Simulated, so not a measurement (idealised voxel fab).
process module | voxel transistor to metal
cross-section cut | 185 nm wide | cells 5 nm
A cross-section is a grid of square cells, given in bands from the top down. A band is one or more rows of cells.
Each band's line starts with the height of the band's top and of its bottom, in nm. Then come its materials from left to right, each with its width in nm. One material with "throughout" fills the band from edge to edge. "air" is empty space.
Height 0 is the level under which the wafer as received is all one material. The lowest band goes on downwards, as in "0 down".
A width such as "30 to 40" changes by the same amount from each row of cells to the next, from the band's top row to its bottom row.
"no change" after a step means that no cell of the cross-section changed.
closed voids: empty space of 8 cells or more with no open way to the top, each as width x height at its distance from the left edge, in nm
after a step's settings: what the simulator itself notes on the step
overlay nm, on a step with a mask: how far to the right of its planned place the mask lay; to the left if negative
Each pair below shows a cross-section before one step and the cross-section after it, down to the lowest band that changed. The line under each pair gives the step between them, with its settings. The pairs can come from different runs of this module on the same starting wafer, so a pair continues from the pair above only where its "before" says so.
before
  0 down: Si throughout
  closed voids: none
after
  0 to -5: SiO2 throughout
  below -5: unchanged
  closed voids: none
the step between: op OXIDIZE | depth nm 5
before: the cross-section after the pair above
after
  10 to 0: SiN throughout
  below 0: unchanged
  closed voids: none
the step between: op CONFORMAL_DEP | material SiN | thk nm 10
before: the cross-section after the pair above
after
  10 to 0: air 40 | SiN 105 | air 40
  below 0: unchanged
  closed voids: none
the step between: op MASKED_ETCH | tone cover | mask id ACTIVE | width nm 105 | etch materials SiN | depth nm 10 | overlay nm 0
before: the cross-section after the pair above
after
  10 to 0: air 40 | SiN 105 | air 40
  0 to -5: air 40 | SiO2 105 | air 40
  below -5: unchanged
  closed voids: none
the step between: op MASKED_ETCH | tone cover | mask id ACTIVE | width nm 105 | etch materials SiO2 | depth nm 5 | overlay nm 0
before: the cross-section after the pair above
after
  10 to 0: air 40 | SiN 105 | air 40
  0 to -5: air 40 | SiO2 105 | air 40
  -5 to -40: air 40 | Si 105 | air 40
  below -40: unchanged
  closed voids: none
the step between: op MASKED_ETCH | tone cover | mask id ACTIVE | width nm 105 | etch materials Si | depth nm 35 | overlay nm 0
before: the cross-section after the pair above
after
  20 to 10: SiO2 throughout
  10 to 0: SiO2 40 | SiN 105 | SiO2 40
  0 to -5: SiO2 throughout
  -5 to -40: SiO2 40 | Si 105 | SiO2 40
  below -40: unchanged
  closed voids: none
the step between: op FILL_DEP | material SiO2 | thk nm 10
before: the cross-section after the pair above
after
  10 to 0: SiO2 40 | SiN 105 | SiO2 40
  below 0: unchanged
  closed voids: none
the step between: op CMP | height nm 10
before: the cross-section after the pair above
after
  10 to 0: air 40 | SiN 105 | air 40
  below 0: unchanged
  closed voids: none
the step between: op SELECTIVE_ETCH | etch materials SiO2 | depth nm 10
before: the cross-section after the pair above
after
  0 to -5: SiO2 throughout
  below -5: unchanged
  closed voids: none
the step between: op STRIP | etch materials SiN
before: the cross-section after the pair above
after
  -5 to -40: SiO2 40 | Si 105 | SiO2 40
  below -40: unchanged
  closed voids: none
the step between: op SELECTIVE_ETCH | etch materials SiO2 | depth nm 5
before: the cross-section after the pair above
after
  -5 to -10: SiO2 throughout
  below -10: unchanged
  closed voids: none
the step between: op OXIDIZE | depth nm 5
before: the cross-section after the pair above
after
  20 to -5: polySi throughout
  below -5: unchanged
  closed voids: none
the step between: op DIRECTIONAL_DEP | material polySi | thk nm 25
before: the cross-section after the pair above
after
  30 to 20: SiCN throughout
  below 20: unchanged
  closed voids: none
the step between: op DIRECTIONAL_DEP | material SiCN | thk nm 10
before: the cross-section after the pair above
after
  30 to 20: air 85 | SiCN 15 | air 85
  below 20: unchanged
  closed voids: none
the step between: op MASKED_ETCH | tone cover | mask id GATE | width nm 15 | etch materials SiCN | depth nm 20 | overlay nm 0
before: the cross-section after the pair above
after
  30 to 20: air 85 | SiCN 15 | air 85
  20 to -5: air 85 | polySi 15 | air 85
  below -5: unchanged
  closed voids: none
the step between: op MASKED_ETCH | tone cover | mask id GATE | width nm 15 | etch materials polySi | depth nm 35 | overlay nm 0
before: the cross-section after the pair above
after
  35 to 30: air 80 | SiO2 25 | air 80
  30 to 20: air 80 | SiO2 5 | SiCN 15 | SiO2 5 | air 80
  20 to 0: air 80 | SiO2 5 | polySi 15 | SiO2 5 | air 80
  0 to -5: SiO2 85 | polySi 15 | SiO2 85
  below -5: unchanged
  closed voids: none
the step between: op CONFORMAL_DEP | material SiO2 | thk nm 5
before: the cross-section after the pair above
after
  30 to 20: air 80 | SiO2 5 | SiCN 15 | SiO2 5 | air 80
  20 to -5: air 80 | SiO2 5 | polySi 15 | SiO2 5 | air 80
  below -5: unchanged
  closed voids: none
the step between: op DIRECTIONAL_ETCH | etch materials SiO2 | depth nm 5
before: the cross-section after the pair above
after
  40 to 30: air 70 | SiN 45 | air 70
  30 to 20: air 70 | SiN 10 | SiO2 5 | SiCN 15 | SiO2 5 | SiN 10 | air 70
  20 to 5: air 70 | SiN 10 | SiO2 5 | polySi 15 | SiO2 5 | SiN 10 | air 70
  5 to -5: SiN 80 | SiO2 5 | polySi 15 | SiO2 5 | SiN 80
  below -5: unchanged
  closed voids: none
the step between: op CONFORMAL_DEP | material SiN | thk nm 10
before: the cross-section after the pair above
after
  30 to 20: air 70 | SiN 10 | SiO2 5 | SiCN 15 | SiO2 5 | SiN 10 | air 70
  20 to -5: air 70 | SiN 10 | SiO2 5 | polySi 15 | SiO2 5 | SiN 10 | air 70
  below -5: unchanged
  closed voids: none
the step between: op DIRECTIONAL_ETCH | etch materials SiN | depth nm 10
before: the cross-section after the pair above
after
  30 to 25: air 70 | SiN 10 | air 5 | SiCN 15 | air 5 | SiN 10 | air 70
  25 to 20: air 70 | SiN 10 | SiO2 5 | SiCN 15 | SiO2 5 | SiN 10 | air 70
  20 to -5: air 70 | SiN 10 | SiO2 5 | polySi 15 | SiO2 5 | SiN 10 | air 70
  -5 to -10: air 70 | SiO2 45 | air 70
  below -10: unchanged
  closed voids: none
the step between: op DIRECTIONAL_ETCH | etch materials SiO2 | depth nm 5
before: the cross-section after the pair above
after
  30 to 25: air 70 | SiN 10 | air 5 | SiCN 15 | air 5 | SiN 10 | air 70
  25 to 20: air 70 | SiN 10 | SiO2 5 | SiCN 15 | SiO2 5 | SiN 10 | air 70
  20 to -5: air 70 | SiN 10 | SiO2 5 | polySi 15 | SiO2 5 | SiN 10 | air 70
  -5 to -10: air 35 | SiGe 35 | SiO2 45 | SiGe 35 | air 35
  below -10: unchanged
  closed voids: none
the step between: op EPI | material SiGe | thk nm 5
before: the cross-section after the pair above
after
  40 to 30: SiO2 throughout
  30 to 20: SiO2 70 | SiN 10 | SiO2 5 | SiCN 15 | SiO2 5 | SiN 10 | SiO2 70
  20 to -5: SiO2 70 | SiN 10 | SiO2 5 | polySi 15 | SiO2 5 | SiN 10 | SiO2 70
  -5 to -10: SiO2 35 | SiGe 35 | SiO2 45 | SiGe 35 | SiO2 35
  below -10: unchanged
  closed voids: none
the step between: op FILL_DEP | material SiO2 | thk nm 10
before: the cross-section after the pair above
after
  30 to 20: SiO2 70 | SiN 10 | SiO2 5 | SiCN 15 | SiO2 5 | SiN 10 | SiO2 70
  below 20: unchanged
  closed voids: none
the step between: op CMP | height nm 30
before: the cross-section after the pair above
after
  40 to 30: SiO2 throughout
  below 30: unchanged
  closed voids: none
the step between: op DIRECTIONAL_DEP | material SiO2 | thk nm 10
before: the cross-section after the pair above
after
  50 to 40: aC throughout
  below 40: unchanged
  closed voids: none
the step between: op DIRECTIONAL_DEP | material aC | thk nm 10
before: the cross-section after the pair above
after
  75 to 50: resist 45 | air 35 | resist 25 | air 35 | resist 45
  below 50: unchanged
  closed voids: none
the step between: op PATTERN | tone open | mask id CONTACT | material resist | width nm 35 | pitch nm 60 | thk nm 25 | overlay nm 0
before: the cross-section after the pair above
after
  65 to 50: resist 45 | air 35 | resist 25 | air 35 | resist 45
  50 to 40: aC 45 | air 35 | aC 25 | air 35 | aC 45
  below 40: unchanged
  closed voids: none
the step between: op DIRECTIONAL_ETCH | etch materials aC | depth nm 10
before: the cross-section after the pair above
after
  50 to 40: aC 45 | air 35 | aC 25 | air 35 | aC 45
  below 40: unchanged
  closed voids: none
the step between: op STRIP | etch materials resist
before: the cross-section after the pair above
after
  50 to 40: aC 45 | air 35 | aC 25 | air 35 | aC 45
  40 to 30: SiO2 45 | air 35 | SiO2 25 | air 35 | SiO2 45
  30 to 20: SiO2 45 | air 25 | SiN 10 | SiO2 5 | SiCN 15 | SiO2 5 | SiN 10 | air 25 | SiO2 45
  20 to -5: SiO2 45 | air 25 | SiN 10 | SiO2 5 | polySi 15 | SiO2 5 | SiN 10 | air 25 | SiO2 45
  below -5: unchanged
  closed voids: none
the step between: op DIRECTIONAL_ETCH | etch materials SiO2 | depth nm 45
before: the cross-section after the pair above
after
  40 to 30: SiO2 45 | air 35 | SiO2 25 | air 35 | SiO2 45
  below 30: unchanged
  closed voids: none
the step between: op STRIP | etch materials aC
before: the cross-section after the pair above
after
  45 to 40: TiN 50 | air 25 | TiN 35 | air 25 | TiN 50
  40 to 30: SiO2 45 | TiN 5 | air 25 to 15 | TiN 5 to 15 | SiO2 25 | TiN 5 to 15 | air 25 to 15 | TiN 5 | SiO2 45
  30 to 20: SiO2 45 | TiN 5 | air 15 | TiN 5 | SiN 10 | SiO2 5 | SiCN 15 | SiO2 5 | SiN 10 | TiN 5 | air 15 | TiN 5 | SiO2 45
  20 to 0: SiO2 45 | TiN 5 | air 15 | TiN 5 | SiN 10 | SiO2 5 | polySi 15 | SiO2 5 | SiN 10 | TiN 5 | air 15 | TiN 5 | SiO2 45
  0 to -5: SiO2 45 | TiN 25 | SiN 10 | SiO2 5 | polySi 15 | SiO2 5 | SiN 10 | TiN 25 | SiO2 45
  below -5: unchanged
  closed voids: none
the step between: op CONFORMAL_DEP | material TiN | thk nm 5
before: the cross-section after the pair above
after
  55 to 45: Ru throughout
  45 to 40: TiN 50 | Ru 25 | TiN 35 | Ru 25 | TiN 50
  40 to 30: SiO2 45 | TiN 5 | Ru 25 to 15 | TiN 5 to 15 | SiO2 25 | TiN 5 to 15 | Ru 25 to 15 | TiN 5 | SiO2 45
  30 to 20: SiO2 45 | TiN 5 | Ru 15 | TiN 5 | SiN 10 | SiO2 5 | SiCN 15 | SiO2 5 | SiN 10 | TiN 5 | Ru 15 | TiN 5 | SiO2 45
  20 to 0: SiO2 45 | TiN 5 | Ru 15 | TiN 5 | SiN 10 | SiO2 5 | polySi 15 | SiO2 5 | SiN 10 | TiN 5 | Ru 15 | TiN 5 | SiO2 45
  below 0: unchanged
  closed voids: none
the step between: op FILL_DEP | material Ru | thk nm 10
before: the cross-section after the pair above
after
  40 to 30: SiO2 45 | TiN 5 | Ru 25 to 15 | TiN 5 to 15 | SiO2 25 | TiN 5 to 15 | Ru 25 to 15 | TiN 5 | SiO2 45
  below 30: unchanged
  closed voids: none
the step between: op CMP | height nm 40
before: the cross-section after the pair above
after
  45 to 40: SiN throughout
  below 40: unchanged
  closed voids: none
the step between: op CONFORMAL_DEP | material SiN | thk nm 5
before: the cross-section after the pair above
after
  60 to 45: SiO2 throughout
  below 45: unchanged
  closed voids: none
the step between: op DIRECTIONAL_DEP | material SiO2 | thk nm 15
before: the cross-section after the pair above
after
  60 to 45: SiO2 45 | air 20 | SiO2 55 | air 20 | SiO2 45
  below 45: unchanged
  closed voids: none
the step between: op MASKED_ETCH | tone open | mask id METAL_1 | width nm 20 | pitch nm 75 | etch materials SiO2 | depth nm 15 | overlay nm 0
before: the cross-section after the pair above
after
  60 to 45: SiO2 45 | air 20 | SiO2 55 | air 20 | SiO2 45
  45 to 40: SiN 45 | air 20 | SiN 55 | air 20 | SiN 45
  below 40: unchanged
  closed voids: none
the step between: op MASKED_ETCH | tone open | mask id METAL_1 | width nm 20 | pitch nm 75 | etch materials SiN | depth nm 5 | overlay nm 0
before: the cross-section after the pair above
after
  65 to 60: TiN 50 | air 10 | TiN 65 | air 10 | TiN 50
  60 to 45: SiO2 45 | TiN 5 | air 10 | TiN 5 | SiO2 55 | TiN 5 | air 10 | TiN 5 | SiO2 45
  45 to 40: SiN 45 | TiN 20 | SiN 55 | TiN 20 | SiN 45
  below 40: unchanged
  closed voids: none
the step between: op CONFORMAL_DEP | material TiN | thk nm 5
before: the cross-section after the pair above
after
  75 to 65: Ru throughout
  65 to 60: TiN 50 | Ru 10 | TiN 65 | Ru 10 | TiN 50
  60 to 45: SiO2 45 | TiN 5 | Ru 10 | TiN 5 | SiO2 55 | TiN 5 | Ru 10 | TiN 5 | SiO2 45
  below 45: unchanged
  closed voids: none
the step between: op FILL_DEP | material Ru | thk nm 10
before: the cross-section after the pair above
after
  60 to 45: SiO2 45 | TiN 5 | Ru 10 | TiN 5 | SiO2 55 | TiN 5 | Ru 10 | TiN 5 | SiO2 45
  below 45: unchanged
  closed voids: none
the step between: op CMP | height nm 60
before: the cross-section after the pair above
after
  65 to 60: SiCN throughout
  below 60: unchanged
  closed voids: none
the step between: op CONFORMAL_DEP | material SiCN | thk nm 5
before: the cross-section after the pair above
after
  95 to 65: SiO2 throughout
  below 65: unchanged
  closed voids: none
the step between: op DIRECTIONAL_DEP | material SiO2 | thk nm 30
before: the cross-section after the pair above
after
  95 to 80: SiO2 45 | air 20 | SiO2 55 | air 20 | SiO2 45
  below 80: unchanged
  closed voids: none
the step between: op MASKED_ETCH | tone open | mask id METAL_2 | width nm 20 | pitch nm 75 | etch materials SiO2 | depth nm 15 | overlay nm 0
before: the cross-section after the pair above
after
  115 to 95: resist 45 | air 15 | resist 60 | air 15 | resist 50
  95 to 80: SiO2 45 | air 15 | resist 5 | SiO2 55 | air 15 | resist 5 | SiO2 45
  below 80: unchanged
  closed voids: none
the step between: op PATTERN | tone open | mask id METAL_2_HOLES | material resist | width nm 15 | pitch nm 75 | thk nm 20 | overlay nm 0
before: the cross-section after the pair above
after
  115 to 95: resist 45 | air 15 | resist 60 | air 15 | resist 50
  95 to 80: SiO2 45 | air 15 | resist 5 | SiO2 55 | air 15 | resist 5 | SiO2 45
  80 to 65: SiO2 45 | air 15 | SiO2 60 | air 15 | SiO2 50
  below 65: unchanged
  closed voids: none
the step between: op DIRECTIONAL_ETCH | etch materials SiO2 | depth nm 15
before: the cross-section after the pair above
after
  115 to 95: resist 45 | air 15 | resist 60 | air 15 | resist 50
  95 to 80: SiO2 45 | air 15 | resist 5 | SiO2 55 | air 15 | resist 5 | SiO2 45
  80 to 65: SiO2 45 | air 15 | SiO2 60 | air 15 | SiO2 50
  65 to 60: SiCN 45 | air 15 | SiCN 60 | air 15 | SiCN 50
  below 60: unchanged
  closed voids: none
the step between: op DIRECTIONAL_ETCH | etch materials SiCN | depth nm 5
before: the cross-section after the pair above
after
  95 to 80: SiO2 45 | air 20 | SiO2 55 | air 20 | SiO2 45
  below 80: unchanged
  closed voids: none
the step between: op STRIP | etch materials resist
before: the cross-section after the pair above
after
  100 to 95: TiN 50 | air 10 | TiN 65 | air 10 | TiN 50
  95 to 85: SiO2 45 | TiN 5 | air 10 | TiN 5 | SiO2 55 | TiN 5 | air 10 | TiN 5 | SiO2 45
  85 to 80: SiO2 45 | TiN 5 | air 5 | TiN 10 | SiO2 55 | TiN 5 | air 5 | TiN 10 | SiO2 45
  80 to 65: SiO2 45 | TiN 5 | air 5 | TiN 5 | SiO2 60 | TiN 5 | air 5 | TiN 5 | SiO2 50
  65 to 60: SiCN 45 | TiN 15 | SiCN 60 | TiN 15 | SiCN 50
  below 60: unchanged
  closed voids: none
the step between: op CONFORMAL_DEP | material TiN | thk nm 5
before: the cross-section after the pair above
after
  105 to 100: Ru throughout
  100 to 95: TiN 50 | Ru 10 | TiN 65 | Ru 10 | TiN 50
  95 to 85: SiO2 45 | TiN 5 | Ru 10 | TiN 5 | SiO2 55 | TiN 5 | Ru 10 | TiN 5 | SiO2 45
  85 to 80: SiO2 45 | TiN 5 | Ru 5 | TiN 10 | SiO2 55 | TiN 5 | Ru 5 | TiN 10 | SiO2 45
  80 to 65: SiO2 45 | TiN 5 | Ru 5 | TiN 5 | SiO2 60 | TiN 5 | Ru 5 | TiN 5 | SiO2 50
  below 65: unchanged
  closed voids: none
the step between: op FILL_DEP | material Ru | thk nm 5
before: the cross-section after the pair above
after
  95 to 85: SiO2 45 | TiN 5 | Ru 10 | TiN 5 | SiO2 55 | TiN 5 | Ru 10 | TiN 5 | SiO2 45
  below 85: unchanged
  closed voids: none
the step between: op CMP | height nm 95
before: the cross-section after the pair above
after
  100 to 95: SiN throughout
  below 95: unchanged
  closed voids: none
the step between: op CONFORMAL_DEP | material SiN | thk nm 5
before
  30 to 20: air 80 | SiO2 5 | SiCN 15 | SiO2 5 | air 80
  20 to -5: air 80 | SiO2 5 | polySi 15 | SiO2 5 | air 80
  -5 to -10: SiO2 throughout
  -10 to -40: SiO2 40 | Si 105 | SiO2 40
  -40 down: Si throughout
  closed voids: none
after
  30 to 25: air 85 | SiCN 15 | air 85
  25 to 20: air 80 | SiO2 5 | SiCN 15 | SiO2 5 | air 80
  20 to -5: air 80 | SiO2 5 | polySi 15 | SiO2 5 | air 80
  -5 to -10: air 80 | SiO2 25 | air 80
  below -10: unchanged
  closed voids: none
the step between: op DIRECTIONAL_ETCH | etch materials SiO2 | depth nm 5
before: the cross-section after the pair above
after
  30 to 25: air 85 | SiCN 15 | air 85
  25 to 20: air 80 | SiO2 5 | SiCN 15 | SiO2 5 | air 80
  20 to -5: air 80 | SiO2 5 | polySi 15 | SiO2 5 | air 80
  -5 to -10: air 35 | SiGe 45 | SiO2 25 | SiGe 45 | air 35
  below -10: unchanged
  closed voids: none
the step between: op EPI | material SiGe | thk nm 5
before: the cross-section after the pair above
after
  40 to 30: SiO2 throughout
  30 to 20: SiO2 85 | SiCN 15 | SiO2 85
  20 to -5: SiO2 85 | polySi 15 | SiO2 85
  -5 to -10: SiO2 35 | SiGe 45 | SiO2 25 | SiGe 45 | SiO2 35
  below -10: unchanged
  closed voids: none
the step between: op FILL_DEP | material SiO2 | thk nm 10
before: the cross-section after the pair above
after
  30 to 20: SiO2 85 | SiCN 15 | SiO2 85
  below 20: unchanged
  closed voids: none
the step between: op CMP | height nm 30
before: the cross-section after the pair above
after
  40 to 30: SiO2 throughout
  below 30: unchanged
  closed voids: none
the step between: op DIRECTIONAL_DEP | material SiO2 | thk nm 10
before: the cross-section after the pair above
after
  50 to 40: aC throughout
  below 40: unchanged
  closed voids: none
the step between: op DIRECTIONAL_DEP | material aC | thk nm 10
before: the cross-section after the pair above
after
  75 to 50: resist 45 | air 35 | resist 25 | air 35 | resist 45
  below 50: unchanged
  closed voids: none
the step between: op PATTERN | tone open | mask id CONTACT | material resist | width nm 35 | pitch nm 60 | thk nm 25 | overlay nm 0
before: the cross-section after the pair above
after
  65 to 50: resist 45 | air 35 | resist 25 | air 35 | resist 45
  50 to 40: aC 45 | air 35 | aC 25 | air 35 | aC 45
  below 40: unchanged
  closed voids: none
the step between: op DIRECTIONAL_ETCH | etch materials aC | depth nm 10
before: the cross-section after the pair above
after
  50 to 40: aC 45 | air 35 | aC 25 | air 35 | aC 45
  below 40: unchanged
  closed voids: none
the step between: op STRIP | etch materials resist
before: the cross-section after the pair above
after
  50 to 40: aC 45 | air 35 | aC 25 | air 35 | aC 45
  40 to 30: SiO2 45 | air 35 | SiO2 25 | air 35 | SiO2 45
  30 to 20: SiO2 45 | air 35 | SiO2 5 | SiCN 15 | SiO2 5 | air 35 | SiO2 45
  20 to -5: SiO2 45 | air 35 | SiO2 5 | polySi 15 | SiO2 5 | air 35 | SiO2 45
  below -5: unchanged
  closed voids: none
the step between: op DIRECTIONAL_ETCH | etch materials SiO2 | depth nm 45
before: the cross-section after the pair above
after
  40 to 30: SiO2 45 | air 35 | SiO2 25 | air 35 | SiO2 45
  below 30: unchanged
  closed voids: none
the step between: op STRIP | etch materials aC
before: the cross-section after the pair above
after
  45 to 40: TiN 50 | air 25 | TiN 35 | air 25 | TiN 50
  40 to 30: SiO2 45 | TiN 5 | air 25 | TiN 5 | SiO2 25 | TiN 5 | air 25 | TiN 5 | SiO2 45
  30 to 20: SiO2 45 | TiN 5 | air 25 | TiN 5 | SiO2 5 | SiCN 15 | SiO2 5 | TiN 5 | air 25 | TiN 5 | SiO2 45
  20 to 0: SiO2 45 | TiN 5 | air 25 | TiN 5 | SiO2 5 | polySi 15 | SiO2 5 | TiN 5 | air 25 | TiN 5 | SiO2 45
  0 to -5: SiO2 45 | TiN 35 | SiO2 5 | polySi 15 | SiO2 5 | TiN 35 | SiO2 45
  below -5: unchanged
  closed voids: none
the step between: op CONFORMAL_DEP | material TiN | thk nm 5
before: the cross-section after the pair above
after
  55 to 45: Ru throughout
  45 to 40: TiN 50 | Ru 25 | TiN 35 | Ru 25 | TiN 50
  40 to 30: SiO2 45 | TiN 5 | Ru 25 | TiN 5 | SiO2 25 | TiN 5 | Ru 25 | TiN 5 | SiO2 45
  30 to 20: SiO2 45 | TiN 5 | Ru 25 | TiN 5 | SiO2 5 | SiCN 15 | SiO2 5 | TiN 5 | Ru 25 | TiN 5 | SiO2 45
  20 to 0: SiO2 45 | TiN 5 | Ru 25 | TiN 5 | SiO2 5 | polySi 15 | SiO2 5 | TiN 5 | Ru 25 | TiN 5 | SiO2 45
  below 0: unchanged
  closed voids: none
the step between: op FILL_DEP | material Ru | thk nm 10
before: the cross-section after the pair above
after
  40 to 30: SiO2 45 | TiN 5 | Ru 25 | TiN 5 | SiO2 25 | TiN 5 | Ru 25 | TiN 5 | SiO2 45
  below 30: unchanged
  closed voids: none
the step between: op CMP | height nm 40
before: the cross-section after the pair above
after
  45 to 40: SiN throughout
  below 40: unchanged
  closed voids: none
the step between: op CONFORMAL_DEP | material SiN | thk nm 5
before: the cross-section after the pair above
after
  60 to 45: SiO2 throughout
  below 45: unchanged
  closed voids: none
the step between: op DIRECTIONAL_DEP | material SiO2 | thk nm 15
before: the cross-section after the pair above
after
  60 to 45: SiO2 45 | air 20 | SiO2 55 | air 20 | SiO2 45
  below 45: unchanged
  closed voids: none
the step between: op MASKED_ETCH | tone open | mask id METAL_1 | width nm 20 | pitch nm 75 | etch materials SiO2 | depth nm 15 | overlay nm 0
before: the cross-section after the pair above
after
  60 to 45: SiO2 45 | air 20 | SiO2 55 | air 20 | SiO2 45
  45 to 40: SiN 45 | air 20 | SiN 55 | air 20 | SiN 45
  below 40: unchanged
  closed voids: none
the step between: op MASKED_ETCH | tone open | mask id METAL_1 | width nm 20 | pitch nm 75 | etch materials SiN | depth nm 5 | overlay nm 0
before: the cross-section after the pair above
after
  65 to 60: TiN 50 | air 10 | TiN 65 | air 10 | TiN 50
  60 to 45: SiO2 45 | TiN 5 | air 10 | TiN 5 | SiO2 55 | TiN 5 | air 10 | TiN 5 | SiO2 45
  45 to 40: SiN 45 | TiN 20 | SiN 55 | TiN 20 | SiN 45
  below 40: unchanged
  closed voids: none
the step between: op CONFORMAL_DEP | material TiN | thk nm 5
before: the cross-section after the pair above
after
  75 to 65: Ru throughout
  65 to 60: TiN 50 | Ru 10 | TiN 65 | Ru 10 | TiN 50
  60 to 45: SiO2 45 | TiN 5 | Ru 10 | TiN 5 | SiO2 55 | TiN 5 | Ru 10 | TiN 5 | SiO2 45
  below 45: unchanged
  closed voids: none
the step between: op FILL_DEP | material Ru | thk nm 10
before: the cross-section after the pair above
after
  60 to 45: SiO2 45 | TiN 5 | Ru 10 | TiN 5 | SiO2 55 | TiN 5 | Ru 10 | TiN 5 | SiO2 45
  below 45: unchanged
  closed voids: none
the step between: op CMP | height nm 60
before: the cross-section after the pair above
after
  65 to 60: SiCN throughout
  below 60: unchanged
  closed voids: none
the step between: op CONFORMAL_DEP | material SiCN | thk nm 5
before: the cross-section after the pair above
after
  95 to 65: SiO2 throughout
  below 65: unchanged
  closed voids: none
the step between: op DIRECTIONAL_DEP | material SiO2 | thk nm 30
before: the cross-section after the pair above
after
  95 to 80: SiO2 45 | air 20 | SiO2 55 | air 20 | SiO2 45
  below 80: unchanged
  closed voids: none
the step between: op MASKED_ETCH | tone open | mask id METAL_2 | width nm 20 | pitch nm 75 | etch materials SiO2 | depth nm 15 | overlay nm 0
before: the cross-section after the pair above
after
  115 to 95: resist 45 | air 15 | resist 60 | air 15 | resist 50
  95 to 80: SiO2 45 | air 15 | resist 5 | SiO2 55 | air 15 | resist 5 | SiO2 45
  below 80: unchanged
  closed voids: none
the step between: op PATTERN | tone open | mask id METAL_2_HOLES | material resist | width nm 15 | pitch nm 75 | thk nm 20 | overlay nm 0
before: the cross-section after the pair above
after
  115 to 95: resist 45 | air 15 | resist 60 | air 15 | resist 50
  95 to 80: SiO2 45 | air 15 | resist 5 | SiO2 55 | air 15 | resist 5 | SiO2 45
  80 to 65: SiO2 45 | air 15 | SiO2 60 | air 15 | SiO2 50
  below 65: unchanged
  closed voids: none
the step between: op DIRECTIONAL_ETCH | etch materials SiO2 | depth nm 15
before: the cross-section after the pair above
after
  115 to 95: resist 45 | air 15 | resist 60 | air 15 | resist 50
  95 to 80: SiO2 45 | air 15 | resist 5 | SiO2 55 | air 15 | resist 5 | SiO2 45
  80 to 65: SiO2 45 | air 15 | SiO2 60 | air 15 | SiO2 50
  65 to 60: SiCN 45 | air 15 | SiCN 60 | air 15 | SiCN 50
  below 60: unchanged
  closed voids: none
the step between: op DIRECTIONAL_ETCH | etch materials SiCN | depth nm 5
before: the cross-section after the pair above
after
  95 to 80: SiO2 45 | air 20 | SiO2 55 | air 20 | SiO2 45
  below 80: unchanged
  closed voids: none
the step between: op STRIP | etch materials resist
before: the cross-section after the pair above
after
  100 to 95: TiN 50 | air 10 | TiN 65 | air 10 | TiN 50
  95 to 85: SiO2 45 | TiN 5 | air 10 | TiN 5 | SiO2 55 | TiN 5 | air 10 | TiN 5 | SiO2 45
  85 to 80: SiO2 45 | TiN 5 | air 5 | TiN 10 | SiO2 55 | TiN 5 | air 5 | TiN 10 | SiO2 45
  80 to 65: SiO2 45 | TiN 5 | air 5 | TiN 5 | SiO2 60 | TiN 5 | air 5 | TiN 5 | SiO2 50
  65 to 60: SiCN 45 | TiN 15 | SiCN 60 | TiN 15 | SiCN 50
  below 60: unchanged
  closed voids: none
the step between: op CONFORMAL_DEP | material TiN | thk nm 5
before: the cross-section after the pair above
after
  105 to 100: Ru throughout
  100 to 95: TiN 50 | Ru 10 | TiN 65 | Ru 10 | TiN 50
  95 to 85: SiO2 45 | TiN 5 | Ru 10 | TiN 5 | SiO2 55 | TiN 5 | Ru 10 | TiN 5 | SiO2 45
  85 to 80: SiO2 45 | TiN 5 | Ru 5 | TiN 10 | SiO2 55 | TiN 5 | Ru 5 | TiN 10 | SiO2 45
  80 to 65: SiO2 45 | TiN 5 | Ru 5 | TiN 5 | SiO2 60 | TiN 5 | Ru 5 | TiN 5 | SiO2 50
  below 65: unchanged
  closed voids: none
the step between: op FILL_DEP | material Ru | thk nm 5
before: the cross-section after the pair above
after
  95 to 85: SiO2 45 | TiN 5 | Ru 10 | TiN 5 | SiO2 55 | TiN 5 | Ru 10 | TiN 5 | SiO2 45
  below 85: unchanged
  closed voids: none
the step between: op CMP | height nm 95
before: the cross-section after the pair above
after
  100 to 95: SiN throughout
  below 95: unchanged
  closed voids: none
the step between: op CONFORMAL_DEP | material SiN | thk nm 5
before
  95 to 80: SiO2 45 | air 20 | SiO2 55 | air 20 | SiO2 45
  80 to 65: SiO2 throughout
  65 to 60: SiCN throughout
  60 to 45: SiO2 45 | TiN 5 | Ru 10 | TiN 5 | SiO2 55 | TiN 5 | Ru 10 | TiN 5 | SiO2 45
  45 to 40: SiN 45 | TiN 20 | SiN 55 | TiN 20 | SiN 45
  40 to 30: SiO2 45 | TiN 5 | Ru 25 to 15 | TiN 5 to 15 | SiO2 25 | TiN 5 to 15 | Ru 25 to 15 | TiN 5 | SiO2 45
  30 to 20: SiO2 45 | TiN 5 | Ru 15 | TiN 5 | SiN 10 | SiO2 5 | SiCN 15 | SiO2 5 | SiN 10 | TiN 5 | Ru 15 | TiN 5 | SiO2 45
  20 to 0: SiO2 45 | TiN 5 | Ru 15 | TiN 5 | SiN 10 | SiO2 5 | polySi 15 | SiO2 5 | SiN 10 | TiN 5 | Ru 15 | TiN 5 | SiO2 45
  0 to -5: SiO2 45 | TiN 25 | SiN 10 | SiO2 5 | polySi 15 | SiO2 5 | SiN 10 | TiN 25 | SiO2 45
  -5 to -10: SiO2 35 | SiGe 35 | SiO2 45 | SiGe 35 | SiO2 35
  -10 to -40: SiO2 40 | Si 105 | SiO2 40
  -40 down: Si throughout
  closed voids: none
after
  95 to 65: SiO2 45 | air 20 | SiO2 55 | air 20 | SiO2 45
  below 65: unchanged
  closed voids: none
the step between: op MASKED_ETCH | tone open | mask id METAL_2 | width nm 20 | pitch nm 75 | etch materials SiO2 | depth nm 15 | overlay nm 0
before: the cross-section after the pair above
after
  115 to 95: resist 45 | air 15 | resist 60 | air 15 | resist 50
  95 to 65: SiO2 45 | air 15 | resist 5 | SiO2 55 | air 15 | resist 5 | SiO2 45
  below 65: unchanged
  closed voids: none
the step between: op PATTERN | tone open | mask id METAL_2_HOLES | material resist | width nm 15 | pitch nm 75 | thk nm 20 | overlay nm 0
before: the cross-section after the pair above
after
  115 to 95: resist 45 | air 15 | resist 60 | air 15 | resist 50
  95 to 65: SiO2 45 | air 15 | resist 5 | SiO2 55 | air 15 | resist 5 | SiO2 45
  65 to 60: SiCN 45 | air 15 | SiCN 60 | air 15 | SiCN 50
  below 60: unchanged
  closed voids: none
the step between: op DIRECTIONAL_ETCH | etch materials SiCN | depth nm 5
before: the cross-section after the pair above
after
  95 to 65: SiO2 45 | air 20 | SiO2 55 | air 20 | SiO2 45
  below 65: unchanged
  closed voids: none
the step between: op STRIP | etch materials resist
before: the cross-section after the pair above
after
  100 to 95: TiN 50 | air 10 | TiN 65 | air 10 | TiN 50
  95 to 70: SiO2 45 | TiN 5 | air 10 | TiN 5 | SiO2 55 | TiN 5 | air 10 | TiN 5 | SiO2 45
  70 to 65: SiO2 45 | TiN 5 | air 5 | TiN 10 | SiO2 55 | TiN 5 | air 5 | TiN 10 | SiO2 45
  65 to 60: SiCN 45 | TiN 15 | SiCN 60 | TiN 15 | SiCN 50
  below 60: unchanged
  closed voids: none
the step between: op CONFORMAL_DEP | material TiN | thk nm 5
